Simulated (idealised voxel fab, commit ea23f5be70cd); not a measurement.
process module | voxel transistor to metal
cross-section cut | 190 nm wide | cells 5 nm
A cross-section is a grid of square cells, given in bands from the top down. A band is one or more rows of cells.
Each band's line starts with the height of the band's top and of its bottom, in nm. Then come its materials from left to right, each with its width in nm. One material with "throughout" fills the band from edge to edge. "air" is empty space.
Height 0 is the level under which the wafer as received is all one material. The lowest band goes on downwards, as in "0 down".
A width such as "30 to 40" changes by the same amount from each row of cells to the next, from the band's top row to its bottom row.
"no change" after a step means that no cell of the cross-section changed.
closed voids: empty space of 8 cells or more with no open way to the top, each as width x height at its distance from the left edge, in nm
after a step's settings: what the simulator itself notes on the step
overlay nm, on a step with a mask: how far to the right of its planned place the mask lay; to the left if negative
plan
1 op RECEIVE | material Si
2 op OXIDIZE | depth nm 5
3 op CONFORMAL_DEP | material SiN | thk nm 15
4 op PATTERN | tone cover | mask id ACTIVE | material resist | width nm 115 | thk nm 20 | overlay nm 0
5 op DIRECTIONAL_ETCH | etch materials SiN | depth nm 15
6 op DIRECTIONAL_ETCH | etch materials SiO2 | depth nm 5
7 op DIRECTIONAL_ETCH | etch materials Si | depth nm 30
8 op STRIP | etch materials resist
9 op OXIDIZE | depth nm 5
10 op FILL_DEP | material SiO2 | thk nm 15
11 op CMP | height nm 15
12 op SELECTIVE_ETCH | etch materials SiO2 | depth nm 15
13 op STRIP | etch materials SiN
14 op SELECTIVE_ETCH | etch materials SiO2 | depth nm 5
15 op OXIDIZE | depth nm 5
16 op DIRECTIONAL_DEP | material polySi | thk nm 20
17 op DIRECTIONAL_DEP | material SiCN | thk nm 15
18 op DIRECTIONAL_DEP | material aC | thk nm 15
19 op PATTERN | tone cover | mask id GATE | material resist | width nm 35 | thk nm 35 | overlay nm 0
20 op DIRECTIONAL_ETCH | etch materials aC | depth nm 15
21 op STRIP | etch materials resist
22 op DIRECTIONAL_ETCH | etch materials SiCN | depth nm 25
23 op DIRECTIONAL_ETCH | etch materials polySi | depth nm 30
24 op STRIP | etch materials aC
25 op CONFORMAL_DEP | material SiN | thk nm 10
26 op DIRECTIONAL_ETCH | etch materials SiN | depth nm 10
27 op DIRECTIONAL_ETCH | etch materials SiO2 | depth nm 5
28 op DIRECTIONAL_ETCH | etch materials Si | depth nm 15
29 op EPI | material SiGe | thk nm 15
30 op FILL_DEP | material SiO2 | thk nm 5
31 op CMP | height nm 15
32 op STRIP | etch materials polySi
33 op SELECTIVE_ETCH | etch materials SiO2 | depth nm 5
34 op CONFORMAL_DEP | material HfO2 | thk nm 5
35 op CONFORMAL_DEP | material TiN | thk nm 5
36 op FILL_DEP | material W | thk nm 10
37 op CMP | height nm 10
38 op DIRECTIONAL_DEP | material SiO2 | thk nm 10
39 op DIRECTIONAL_DEP | material aC | thk nm 15
40 op PATTERN | tone open | mask id CONTACT | material resist | width nm 15 | pitch nm 80 | thk nm 30 | overlay nm 0
41 op DIRECTIONAL_ETCH | etch materials aC | depth nm 15
42 op STRIP | etch materials resist
43 op DIRECTIONAL_ETCH | etch materials SiO2 | depth nm 30
44 op STRIP | etch materials aC
45 op CONFORMAL_DEP | material TiN | thk nm 5
46 op FILL_DEP | material Ru | thk nm 5
47 op CMP | height nm 20
48 op CONFORMAL_DEP | material SiCN | thk nm 5
49 op DIRECTIONAL_DEP | material SiO2 | thk nm 25
50 op MASKED_ETCH | tone open | mask id METAL_1 | width nm 15 | pitch nm 80 | etch materials SiO2 | depth nm 25 | overlay nm 0
51 op MASKED_ETCH | tone open | mask id METAL_1 | width nm 15 | pitch nm 80 | etch materials SiCN | depth nm 5 | overlay nm 0
52 op CONFORMAL_DEP | material TiN | thk nm 5
53 op FILL_DEP | material Cu | thk nm 10
54 op CMP | height nm 50
55 op CONFORMAL_DEP | material SiCN | thk nm 5
first wafer, as planned
as received, after step 1
  0 down: Si throughout
  closed voids: none
after step 2
  0 to -5: SiO2 throughout
  below -5: unchanged
after step 3
  15 to 0: SiN throughout
  below 0: unchanged
after step 4
  35 to 15: air 35 | resist 115 | air 40
  below 15: unchanged
after step 5
  35 to 15: air 35 | resist 115 | air 40
  15 to 0: air 35 | SiN 115 | air 40
  below 0: unchanged
after step 6
  35 to 15: air 35 | resist 115 | air 40
  15 to 0: air 35 | SiN 115 | air 40
  0 to -5: air 35 | SiO2 115 | air 40
  below -5: unchanged
after step 7
  35 to 15: air 35 | resist 115 | air 40
  15 to 0: air 35 | SiN 115 | air 40
  0 to -5: air 35 | SiO2 115 | air 40
  -5 to -35: air 35 | Si 115 | air 40
  below -35: unchanged
after step 8
  15 to 0: air 35 | SiN 115 | air 40
  below 0: unchanged
after step 9
  15 to 0: air 35 | SiN 115 | air 40
  0 to -5: air 35 | SiO2 115 | air 40
  -5 to -35: air 35 | SiO2 5 | Si 105 | SiO2 5 | air 40
  -35 to -40: SiO2 40 | Si 105 | SiO2 45
  below -40: unchanged
after step 10
  30 to 15: SiO2 throughout
  15 to 0: SiO2 35 | SiN 115 | SiO2 40
  0 to -5: SiO2 throughout
  -5 to -40: SiO2 40 | Si 105 | SiO2 45
  below -40: unchanged
after step 11
  15 to 0: SiO2 35 | SiN 115 | SiO2 40
  below 0: unchanged
after step 12
  15 to 0: air 35 | SiN 115 | air 40
  below 0: unchanged
after step 13
  0 to -5: SiO2 throughout
  below -5: unchanged
after step 14
  -5 to -40: SiO2 40 | Si 105 | SiO2 45
  below -40: unchanged
after step 15
  -5 to -10: SiO2 throughout
  below -10: unchanged
after step 16
  15 to -5: polySi throughout
  below -5: unchanged
after step 17
  30 to 15: SiCN throughout
  below 15: unchanged
after step 18
  45 to 30: aC throughout
  below 30: unchanged
after step 19
  80 to 45: air 75 | resist 35 | air 80
  below 45: unchanged
after step 20
  65 to 45: air 75 | resist 35 | air 80
  45 to 30: air 75 | aC 35 | air 80
  below 30: unchanged
after step 21
  45 to 30: air 75 | aC 35 | air 80
  below 30: unchanged
after step 22
  45 to 30: air 75 | aC 35 | air 80
  30 to 15: air 75 | SiCN 35 | air 80
  below 15: unchanged
after step 23
  45 to 30: air 75 | aC 35 | air 80
  30 to 15: air 75 | SiCN 35 | air 80
  15 to -5: air 75 | polySi 35 | air 80
  below -5: unchanged
after step 24
  30 to 15: air 75 | SiCN 35 | air 80
  below 15: unchanged
after step 25
  40 to 30: air 65 | SiN 55 | air 70
  30 to 15: air 65 | SiN 10 | SiCN 35 | SiN 10 | air 70
  15 to 5: air 65 | SiN 10 | polySi 35 | SiN 10 | air 70
  5 to -5: SiN 75 | polySi 35 | SiN 80
  below -5: unchanged
after step 26
  30 to 15: air 65 | SiN 10 | SiCN 35 | SiN 10 | air 70
  15 to -5: air 65 | SiN 10 | polySi 35 | SiN 10 | air 70
  below -5: unchanged
after step 27
  30 to 15: air 65 | SiN 10 | SiCN 35 | SiN 10 | air 70
  15 to -5: air 65 | SiN 10 | polySi 35 | SiN 10 | air 70
  -5 to -10: air 65 | SiO2 55 | air 70
  below -10: unchanged
after step 28
  30 to 15: air 65 | SiN 10 | SiCN 35 | SiN 10 | air 70
  15 to -5: air 65 | SiN 10 | polySi 35 | SiN 10 | air 70
  -5 to -10: air 65 | SiO2 55 | air 70
  -10 to -25: SiO2 40 | air 25 | Si 55 | air 25 | SiO2 45
  below -25: unchanged
after step 29
  30 to 15: air 65 | SiN 10 | SiCN 35 | SiN 10 | air 70
  15 to 5: air 65 | SiN 10 | polySi 35 | SiN 10 | air 70
  5 to -5: air 50 | SiGe 15 | SiN 10 | polySi 35 | SiN 10 | SiGe 15 | air 55
  -5 to -10: air 50 | SiGe 15 | SiO2 55 | SiGe 15 | air 55
  -10 to -25: SiO2 40 | SiGe 25 | Si 55 | SiGe 25 | SiO2 45
  below -25: unchanged
after step 30
  35 to 30: SiO2 throughout
  30 to 15: SiO2 65 | SiN 10 | SiCN 35 | SiN 10 | SiO2 70
  15 to 5: SiO2 65 | SiN 10 | polySi 35 | SiN 10 | SiO2 70
  5 to -5: SiO2 50 | SiGe 15 | SiN 10 | polySi 35 | SiN 10 | SiGe 15 | SiO2 55
  -5 to -10: SiO2 50 | SiGe 15 | SiO2 55 | SiGe 15 | SiO2 55
  below -10: unchanged
after step 31
  15 to 5: SiO2 65 | SiN 10 | polySi 35 | SiN 10 | SiO2 70
  below 5: unchanged
after step 32
  15 to 5: SiO2 65 | SiN 10 | air 35 | SiN 10 | SiO2 70
  5 to -5: SiO2 50 | SiGe 15 | SiN 10 | air 35 | SiN 10 | SiGe 15 | SiO2 55
  below -5: unchanged
after step 33
  15 to 10: air 65 | SiN 10 | air 35 | SiN 10 | air 70
  10 to 5: SiO2 65 | SiN 10 | air 35 | SiN 10 | SiO2 70
  5 to -5: SiO2 50 | SiGe 15 | SiN 10 | air 35 | SiN 10 | SiGe 15 | SiO2 55
  -5 to -10: SiO2 50 | SiGe 15 | SiO2 5 | air 45 | SiO2 5 | SiGe 15 | SiO2 55
  below -10: unchanged
after step 34
  20 to 15: air 60 | HfO2 20 | air 25 | HfO2 20 | air 65
  15 to 10: HfO2 65 | SiN 10 | HfO2 5 | air 25 | HfO2 5 | SiN 10 | HfO2 70
  10 to 5: SiO2 65 | SiN 10 | HfO2 5 | air 25 | HfO2 5 | SiN 10 | SiO2 70
  5 to -5: SiO2 50 | SiGe 15 | SiN 10 | HfO2 5 | air 25 | HfO2 5 | SiN 10 | SiGe 15 | SiO2 55
  -5 to -10: SiO2 50 | SiGe 15 | SiO2 5 | HfO2 45 | SiO2 5 | SiGe 15 | SiO2 55
  below -10: unchanged
after step 35
  25 to 20: air 55 | TiN 30 | air 15 | TiN 30 | air 60
  20 to 15: TiN 60 | HfO2 20 | TiN 5 | air 15 | TiN 5 | HfO2 20 | TiN 65
  15 to 10: HfO2 65 | SiN 10 | HfO2 5 | TiN 5 | air 15 | TiN 5 | HfO2 5 | SiN 10 | HfO2 70
  10 to 5: SiO2 65 | SiN 10 | HfO2 5 | TiN 5 | air 15 | TiN 5 | HfO2 5 | SiN 10 | SiO2 70
  5 to 0: SiO2 50 | SiGe 15 | SiN 10 | HfO2 5 | TiN 5 | air 15 | TiN 5 | HfO2 5 | SiN 10 | SiGe 15 | SiO2 55
  0 to -5: SiO2 50 | SiGe 15 | SiN 10 | HfO2 5 | TiN 25 | HfO2 5 | SiN 10 | SiGe 15 | SiO2 55
  below -5: unchanged
after step 36
  35 to 25: W throughout
  25 to 20: W 55 | TiN 30 | W 15 | TiN 30 | W 60
  20 to 15: TiN 60 | HfO2 20 | TiN 5 | W 15 | TiN 5 | HfO2 20 | TiN 65
  15 to 10: HfO2 65 | SiN 10 | HfO2 5 | TiN 5 | W 15 | TiN 5 | HfO2 5 | SiN 10 | HfO2 70
  10 to 5: SiO2 65 | SiN 10 | HfO2 5 | TiN 5 | W 15 | TiN 5 | HfO2 5 | SiN 10 | SiO2 70
  5 to 0: SiO2 50 | SiGe 15 | SiN 10 | HfO2 5 | TiN 5 | W 15 | TiN 5 | HfO2 5 | SiN 10 | SiGe 15 | SiO2 55
  below 0: unchanged
after step 37
  10 to 5: SiO2 65 | SiN 10 | HfO2 5 | TiN 5 | W 15 | TiN 5 | HfO2 5 | SiN 10 | SiO2 70
  below 5: unchanged
after step 38
  20 to 10: SiO2 throughout
  below 10: unchanged
after step 39
  35 to 20: aC throughout
  below 20: unchanged
after step 40
  65 to 35: resist 45 | air 15 | resist 65 | air 15 | resist 50
  below 35: unchanged
after step 41
  50 to 35: resist 45 | air 15 | resist 65 | air 15 | resist 50
  35 to 20: aC 45 | air 15 | aC 65 | air 15 | aC 50
  below 20: unchanged
after step 42
  35 to 20: aC 45 | air 15 | aC 65 | air 15 | aC 50
  below 20: unchanged
after step 43
  35 to 20: aC 45 | air 15 | aC 65 | air 15 | aC 50
  20 to 10: SiO2 45 | air 15 | SiO2 65 | air 15 | SiO2 50
  10 to 5: SiO2 45 | air 15 | SiO2 5 | SiN 10 | HfO2 5 | TiN 5 | W 15 | TiN 5 | HfO2 5 | SiN 10 | SiO2 5 | air 15 | SiO2 50
  5 to 0: SiO2 45 | air 5 | SiGe 15 | SiN 10 | HfO2 5 | TiN 5 | W 15 | TiN 5 | HfO2 5 | SiN 10 | SiGe 15 | air 5 | SiO2 50
  0 to -5: SiO2 45 | air 5 | SiGe 15 | SiN 10 | HfO2 5 | TiN 25 | HfO2 5 | SiN 10 | SiGe 15 | air 5 | SiO2 50
  -5 to -10: SiO2 45 | air 5 | SiGe 15 | SiO2 5 | HfO2 45 | SiO2 5 | SiGe 15 | air 5 | SiO2 50
  below -10: unchanged
after step 44
  20 to 10: SiO2 45 | air 15 | SiO2 65 | air 15 | SiO2 50
  below 10: unchanged
after step 45
  25 to 20: TiN 50 | air 5 | TiN 75 | air 5 | TiN 55
  20 to 10: SiO2 45 | TiN 5 | air 5 | TiN 5 | SiO2 65 | TiN 5 | air 5 | TiN 5 | SiO2 50
  10 to 5: SiO2 45 | TiN 15 | SiO2 5 | SiN 10 | HfO2 5 | TiN 5 | W 15 | TiN 5 | HfO2 5 | SiN 10 | SiO2 5 | TiN 15 | SiO2 50
  5 to 0: SiO2 45 | TiN 5 | SiGe 15 | SiN 10 | HfO2 5 | TiN 5 | W 15 | TiN 5 | HfO2 5 | SiN 10 | SiGe 15 | TiN 5 | SiO2 50
  0 to -5: SiO2 45 | TiN 5 | SiGe 15 | SiN 10 | HfO2 5 | TiN 25 | HfO2 5 | SiN 10 | SiGe 15 | TiN 5 | SiO2 50
  -5 to -10: SiO2 45 | TiN 5 | SiGe 15 | SiO2 5 | HfO2 45 | SiO2 5 | SiGe 15 | TiN 5 | SiO2 50
  below -10: unchanged
after step 46
  30 to 25: Ru throughout
  25 to 20: TiN 50 | Ru 5 | TiN 75 | Ru 5 | TiN 55
  20 to 10: SiO2 45 | TiN 5 | Ru 5 | TiN 5 | SiO2 65 | TiN 5 | Ru 5 | TiN 5 | SiO2 50
  below 10: unchanged
after step 47
  20 to 10: SiO2 45 | TiN 5 | Ru 5 | TiN 5 | SiO2 65 | TiN 5 | Ru 5 | TiN 5 | SiO2 50
  below 10: unchanged
after step 48
  25 to 20: SiCN throughout
  below 20: unchanged
after step 49
  50 to 25: SiO2 throughout
  below 25: unchanged
after step 50
  50 to 25: SiO2 45 | air 15 | SiO2 65 | air 15 | SiO2 50
  below 25: unchanged
after step 51
  50 to 25: SiO2 45 | air 15 | SiO2 65 | air 15 | SiO2 50
  25 to 20: SiCN 45 | air 15 | SiCN 65 | air 15 | SiCN 50
  below 20: unchanged
after step 52
  55 to 50: TiN 50 | air 5 | TiN 75 | air 5 | TiN 55
  50 to 25: SiO2 45 | TiN 5 | air 5 | TiN 5 | SiO2 65 | TiN 5 | air 5 | TiN 5 | SiO2 50
  25 to 20: SiCN 45 | TiN 15 | SiCN 65 | TiN 15 | SiCN 50
  below 20: unchanged
after step 53
  65 to 55: Cu throughout
  55 to 50: TiN 50 | Cu 5 | TiN 75 | Cu 5 | TiN 55
  50 to 25: SiO2 45 | TiN 5 | Cu 5 | TiN 5 | SiO2 65 | TiN 5 | Cu 5 | TiN 5 | SiO2 50
  below 25: unchanged
after step 54
  50 to 25: SiO2 45 | TiN 5 | Cu 5 | TiN 5 | SiO2 65 | TiN 5 | Cu 5 | TiN 5 | SiO2 50
  below 25: unchanged
after step 55
  55 to 50: SiCN throughout
  below 50: unchanged
second wafer: like start, like plan, one mistake. Through step 18 it matches the first wafer
when step 19 should have ended
  80 to 45: air 70 | resist 35 | air 85
  below 45: unchanged
when step 20 should have ended
  65 to 45: air 70 | resist 35 | air 85
  45 to 30: air 70 | aC 35 | air 85
  below 30: unchanged
when step 21 should have ended
  45 to 30: air 70 | aC 35 | air 85
  below 30: unchanged
when step 22 should have ended
  45 to 30: air 70 | aC 35 | air 85
  30 to 15: air 70 | SiCN 35 | air 85
  below 15: unchanged
when step 23 should have ended
  45 to 30: air 70 | aC 35 | air 85
  30 to 15: air 70 | SiCN 35 | air 85
  15 to -5: air 70 | polySi 35 | air 85
  below -5: unchanged
when step 24 should have ended
  30 to 15: air 70 | SiCN 35 | air 85
  below 15: unchanged
when step 25 should have ended
  40 to 30: air 60 | SiN 55 | air 75
  30 to 15: air 60 | SiN 10 | SiCN 35 | SiN 10 | air 75
  15 to 5: air 60 | SiN 10 | polySi 35 | SiN 10 | air 75
  5 to -5: SiN 70 | polySi 35 | SiN 85
  below -5: unchanged
when step 26 should have ended
  30 to 15: air 60 | SiN 10 | SiCN 35 | SiN 10 | air 75
  15 to -5: air 60 | SiN 10 | polySi 35 | SiN 10 | air 75
  below -5: unchanged
when step 27 should have ended
  30 to 15: air 60 | SiN 10 | SiCN 35 | SiN 10 | air 75
  15 to -5: air 60 | SiN 10 | polySi 35 | SiN 10 | air 75
  -5 to -10: air 60 | SiO2 55 | air 75
  below -10: unchanged
when step 28 should have ended
  30 to 15: air 60 | SiN 10 | SiCN 35 | SiN 10 | air 75
  15 to -5: air 60 | SiN 10 | polySi 35 | SiN 10 | air 75
  -5 to -10: air 60 | SiO2 55 | air 75
  -10 to -25: SiO2 40 | air 20 | Si 55 | air 30 | SiO2 45
  below -25: unchanged
when step 29 should have ended
  30 to 15: air 60 | SiN 10 | SiCN 35 | SiN 10 | air 75
  15 to 5: air 60 | SiN 10 | polySi 35 | SiN 10 | air 75
  5 to -5: air 45 | SiGe 15 | SiN 10 | polySi 35 | SiN 10 | SiGe 15 | air 60
  -5 to -10: air 45 | SiGe 15 | SiO2 55 | SiGe 15 | air 60
  -10 to -25: SiO2 40 | SiGe 20 | Si 55 | SiGe 30 | SiO2 45
  below -25: unchanged
when step 30 should have ended
  35 to 30: SiO2 throughout
  30 to 15: SiO2 60 | SiN 10 | SiCN 35 | SiN 10 | SiO2 75
  15 to 5: SiO2 60 | SiN 10 | polySi 35 | SiN 10 | SiO2 75
  5 to -5: SiO2 45 | SiGe 15 | SiN 10 | polySi 35 | SiN 10 | SiGe 15 | SiO2 60
  -5 to -10: SiO2 45 | SiGe 15 | SiO2 55 | SiGe 15 | SiO2 60
  below -10: unchanged
when step 31 should have ended
  15 to 5: SiO2 60 | SiN 10 | polySi 35 | SiN 10 | SiO2 75
  below 5: unchanged
when step 32 should have ended
  15 to 5: SiO2 60 | SiN 10 | air 35 | SiN 10 | SiO2 75
  5 to -5: SiO2 45 | SiGe 15 | SiN 10 | air 35 | SiN 10 | SiGe 15 | SiO2 60
  below -5: unchanged
when step 33 should have ended
  15 to 10: air 60 | SiN 10 | air 35 | SiN 10 | air 75
  10 to 5: SiO2 60 | SiN 10 | air 35 | SiN 10 | SiO2 75
  5 to -5: SiO2 45 | SiGe 15 | SiN 10 | air 35 | SiN 10 | SiGe 15 | SiO2 60
  -5 to -10: SiO2 45 | SiGe 15 | SiO2 5 | air 45 | SiO2 5 | SiGe 15 | SiO2 60
  below -10: unchanged
when step 34 should have ended
  20 to 15: air 55 | HfO2 20 | air 25 | HfO2 20 | air 70
  15 to 10: HfO2 60 | SiN 10 | HfO2 5 | air 25 | HfO2 5 | SiN 10 | HfO2 75
  10 to 5: SiO2 60 | SiN 10 | HfO2 5 | air 25 | HfO2 5 | SiN 10 | SiO2 75
  5 to -5: SiO2 45 | SiGe 15 | SiN 10 | HfO2 5 | air 25 | HfO2 5 | SiN 10 | SiGe 15 | SiO2 60
  -5 to -10: SiO2 45 | SiGe 15 | SiO2 5 | HfO2 45 | SiO2 5 | SiGe 15 | SiO2 60
  below -10: unchanged
when step 35 should have ended
  25 to 20: air 50 | TiN 30 | air 15 | TiN 30 | air 65
  20 to 15: TiN 55 | HfO2 20 | TiN 5 | air 15 | TiN 5 | HfO2 20 | TiN 70
  15 to 10: HfO2 60 | SiN 10 | HfO2 5 | TiN 5 | air 15 | TiN 5 | HfO2 5 | SiN 10 | HfO2 75
  10 to 5: SiO2 60 | SiN 10 | HfO2 5 | TiN 5 | air 15 | TiN 5 | HfO2 5 | SiN 10 | SiO2 75
  5 to 0: SiO2 45 | SiGe 15 | SiN 10 | HfO2 5 | TiN 5 | air 15 | TiN 5 | HfO2 5 | SiN 10 | SiGe 15 | SiO2 60
  0 to -5: SiO2 45 | SiGe 15 | SiN 10 | HfO2 5 | TiN 25 | HfO2 5 | SiN 10 | SiGe 15 | SiO2 60
  below -5: unchanged
when step 36 should have ended
  35 to 25: W throughout
  25 to 20: W 50 | TiN 30 | W 15 | TiN 30 | W 65
  20 to 15: TiN 55 | HfO2 20 | TiN 5 | W 15 | TiN 5 | HfO2 20 | TiN 70
  15 to 10: HfO2 60 | SiN 10 | HfO2 5 | TiN 5 | W 15 | TiN 5 | HfO2 5 | SiN 10 | HfO2 75
  10 to 5: SiO2 60 | SiN 10 | HfO2 5 | TiN 5 | W 15 | TiN 5 | HfO2 5 | SiN 10 | SiO2 75
  5 to 0: SiO2 45 | SiGe 15 | SiN 10 | HfO2 5 | TiN 5 | W 15 | TiN 5 | HfO2 5 | SiN 10 | SiGe 15 | SiO2 60
  below 0: unchanged
when step 37 should have ended
  10 to 5: SiO2 60 | SiN 10 | HfO2 5 | TiN 5 | W 15 | TiN 5 | HfO2 5 | SiN 10 | SiO2 75
  below 5: unchanged
when step 38 should have ended
  20 to 10: SiO2 throughout
  below 10: unchanged
when step 39 should have ended
  35 to 20: aC throughout
  below 20: unchanged
when step 40 should have ended
  65 to 35: resist 45 | air 15 | resist 65 | air 15 | resist 50
  below 35: unchanged
when step 41 should have ended
  50 to 35: resist 45 | air 15 | resist 65 | air 15 | resist 50
  35 to 20: aC 45 | air 15 | aC 65 | air 15 | aC 50
  below 20: unchanged
when step 42 should have ended
  35 to 20: aC 45 | air 15 | aC 65 | air 15 | aC 50
  below 20: unchanged
when step 43 should have ended
  35 to 20: aC 45 | air 15 | aC 65 | air 15 | aC 50
  20 to 10: SiO2 45 | air 15 | SiO2 65 | air 15 | SiO2 50
  10 to 5: SiO2 45 | air 15 | SiN 10 | HfO2 5 | TiN 5 | W 15 | TiN 5 | HfO2 5 | SiN 10 | SiO2 10 | air 15 | SiO2 50
  5 to 0: SiO2 45 | SiGe 15 | SiN 10 | HfO2 5 | TiN 5 | W 15 | TiN 5 | HfO2 5 | SiN 10 | SiGe 15 | air 10 | SiO2 50
  0 to -5: SiO2 45 | SiGe 15 | SiN 10 | HfO2 5 | TiN 25 | HfO2 5 | SiN 10 | SiGe 15 | air 10 | SiO2 50
  -5 to -10: SiO2 45 | SiGe 15 | SiO2 5 | HfO2 45 | SiO2 5 | SiGe 15 | air 10 | SiO2 50
  below -10: unchanged
when step 44 should have ended
  20 to 10: SiO2 45 | air 15 | SiO2 65 | air 15 | SiO2 50
  below 10: unchanged
when step 45 should have ended
  25 to 20: TiN 50 | air 5 | TiN 75 | air 5 | TiN 55
  20 to 10: SiO2 45 | TiN 5 | air 5 | TiN 5 | SiO2 65 | TiN 5 | air 5 | TiN 5 | SiO2 50
  10 to 5: SiO2 45 | TiN 15 | SiN 10 | HfO2 5 | TiN 5 | W 15 | TiN 5 | HfO2 5 | SiN 10 | SiO2 10 | TiN 15 | SiO2 50
  5 to 0: SiO2 45 | SiGe 15 | SiN 10 | HfO2 5 | TiN 5 | W 15 | TiN 5 | HfO2 5 | SiN 10 | SiGe 15 | TiN 10 | SiO2 50
  0 to -5: SiO2 45 | SiGe 15 | SiN 10 | HfO2 5 | TiN 25 | HfO2 5 | SiN 10 | SiGe 15 | TiN 10 | SiO2 50
  -5 to -10: SiO2 45 | SiGe 15 | SiO2 5 | HfO2 45 | SiO2 5 | SiGe 15 | TiN 10 | SiO2 50
  below -10: unchanged
when step 46 should have ended
  30 to 25: Ru throughout
  25 to 20: TiN 50 | Ru 5 | TiN 75 | Ru 5 | TiN 55
  20 to 10: SiO2 45 | TiN 5 | Ru 5 | TiN 5 | SiO2 65 | TiN 5 | Ru 5 | TiN 5 | SiO2 50
  below 10: unchanged
when step 47 should have ended
  20 to 10: SiO2 45 | TiN 5 | Ru 5 | TiN 5 | SiO2 65 | TiN 5 | Ru 5 | TiN 5 | SiO2 50
  below 10: unchanged
when step 48 should have ended
  25 to 20: SiCN throughout
  below 20: unchanged
when step 49 should have ended
  50 to 25: SiO2 throughout
  below 25: unchanged
when step 50 should have ended
  50 to 25: SiO2 45 | air 15 | SiO2 65 | air 15 | SiO2 50
  below 25: unchanged
when step 51 should have ended
  50 to 25: SiO2 45 | air 15 | SiO2 65 | air 15 | SiO2 50
  25 to 20: SiCN 45 | air 15 | SiCN 65 | air 15 | SiCN 50
  below 20: unchanged
when step 52 should have ended
  55 to 50: TiN 50 | air 5 | TiN 75 | air 5 | TiN 55
  50 to 25: SiO2 45 | TiN 5 | air 5 | TiN 5 | SiO2 65 | TiN 5 | air 5 | TiN 5 | SiO2 50
  25 to 20: SiCN 45 | TiN 15 | SiCN 65 | TiN 15 | SiCN 50
  below 20: unchanged
when step 53 should have ended
  65 to 55: Cu throughout
  55 to 50: TiN 50 | Cu 5 | TiN 75 | Cu 5 | TiN 55
  50 to 25: SiO2 45 | TiN 5 | Cu 5 | TiN 5 | SiO2 65 | TiN 5 | Cu 5 | TiN 5 | SiO2 50
  below 25: unchanged
when step 54 should have ended
  50 to 25: SiO2 45 | TiN 5 | Cu 5 | TiN 5 | SiO2 65 | TiN 5 | Cu 5 | TiN 5 | SiO2 50
  below 25: unchanged
when step 55 should have ended
  55 to 50: SiCN throughout
  below 50: unchanged
what went wrong: step 19 ran as: op PATTERN | tone cover | mask id GATE | material resist | width nm 35 | thk nm 35 | overlay nm -5
at the end the second wafer has, in cells: as many of each material as the first, in other places
